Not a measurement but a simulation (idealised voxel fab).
Process module under the name voxel local oxidation
In the cross-section labelled cut, the width is 210 nm and each square cell is 5 nm.
In what follows, cross-sections appear as grids of square cells, described through bands that run from the top down, where every band is one or more rows of cells.
First you get the band's top height and its bottom height, in nm, and then the materials it's made of, left to right, with each width in nm. If you see a single material with "everywhere", that one covers the band edge to edge. "air" is empty space.
Height is counted from the level 0, under which the received wafer is composed throughout of one material. The lowest of the bands is not closed at the bottom but continues downward, in the notation "0 -> down".
So if you see something like "30->40" for the width, read it as the top row of the band sitting at the first number and the bottom row at the second, with every row in between moving by the same amount as the last.
Any step labelled "nothing was modified" changed none of the cells in the cross-section.
"Entrapped void list" specifies each empty space that is not open to the top and that occupies no fewer than 8 cells, using the form width x height at distance, the distance measured from the left edge and all three quantities in nm.
What comes after the settings on a step's line is commentary from the simulator itself on that step.
"overlay nm", when on a step's line for a step with a mask, measures how far to the right of its planned place the mask lay; a negative measure means to the left.
### The steps planned for the process are as follows
step 1: op RECEIVE | material Si
step 2: op OXIDIZE | depth nm 5
step 3: op CONFORMAL_DEP | material SiN | thk nm 15
step 4: op MASKED_ETCH | tone cover | mask id ACTIVE | width nm 95 | etch materials SiN | depth nm 15 | overlay nm 0
step 5: op SELECTIVE_ETCH | etch materials SiO2 | depth nm 5
step 6: op OXIDIZE | depth nm 15
step 7: op STRIP | etch materials SiN
### First wafer of two (run as planned)
### Cross-section of the incoming wafer, state after step 1
	0 -> down | Si everywhere
	Entrapped void list: none
### How the wafer stands in section after step 2
	0 -> -5 | SiO2 everywhere
	Below -5, no change.
### How the wafer stands in section after step 3
	15 -> 0 | SiN everywhere
	Below 0, no change.
### How the wafer stands in section after step 4
	15 -> 0 | air (55)  SiN (95)  air (60)
	Below 0, no change.
### How the wafer stands in section after step 5
	15 -> 0 | air (55)  SiN (95)  air (60)
	0 -> -5 | air (60)  SiO2 (85)  air (65)
	Below -5, no change.
### How the wafer stands in section after step 6
	15 -> 0 | air (55)  SiN (95)  air (60)
	0 -> -5 | air (60)  SiO2 (85)  air (65)
	-5 -> -20 | SiO2 (75)  Si (55)  SiO2 (80)
	Below -20, no change.
### How the wafer stands in section after step 7
	0 -> -5 | air (60)  SiO2 (85)  air (65)
	Below -5, no change.
### Wafer two. Identical start, identical plan. One mistake in execution. Identical history through step 3
### Cross-section of the second wafer at the time step 4 of the plan should have ended
	15 -> 0 | air (60)  SiN (95)  air (55)
	Below 0, no change.
### Cross-section of the second wafer at the time step 5 of the plan should have ended
	15 -> 0 | air (60)  SiN (95)  air (55)
	0 -> -5 | air (65)  SiO2 (85)  air (60)
	Below -5, no change.
### Cross-section of the second wafer at the time step 6 of the plan should have ended
	15 -> 0 | air (60)  SiN (95)  air (55)
	0 -> -5 | air (65)  SiO2 (85)  air (60)
	-5 -> -20 | SiO2 (80)  Si (55)  SiO2 (75)
	Below -20, no change.
### Cross-section of the second wafer at the time step 7 of the plan should have ended
	0 -> -5 | air (65)  SiO2 (85)  air (60)
	Below -5, no change.
what went wrong: step 4 was run on a setting that differed from the plan, and what really ran there is op MASKED_ETCH | tone cover | mask id ACTIVE | width nm 95 | etch materials SiN | depth nm 15 | overlay nm 5
Upon completion, the cell count for each material on the second wafer equals that on the first, whereas the spatial distribution of those cells differs.
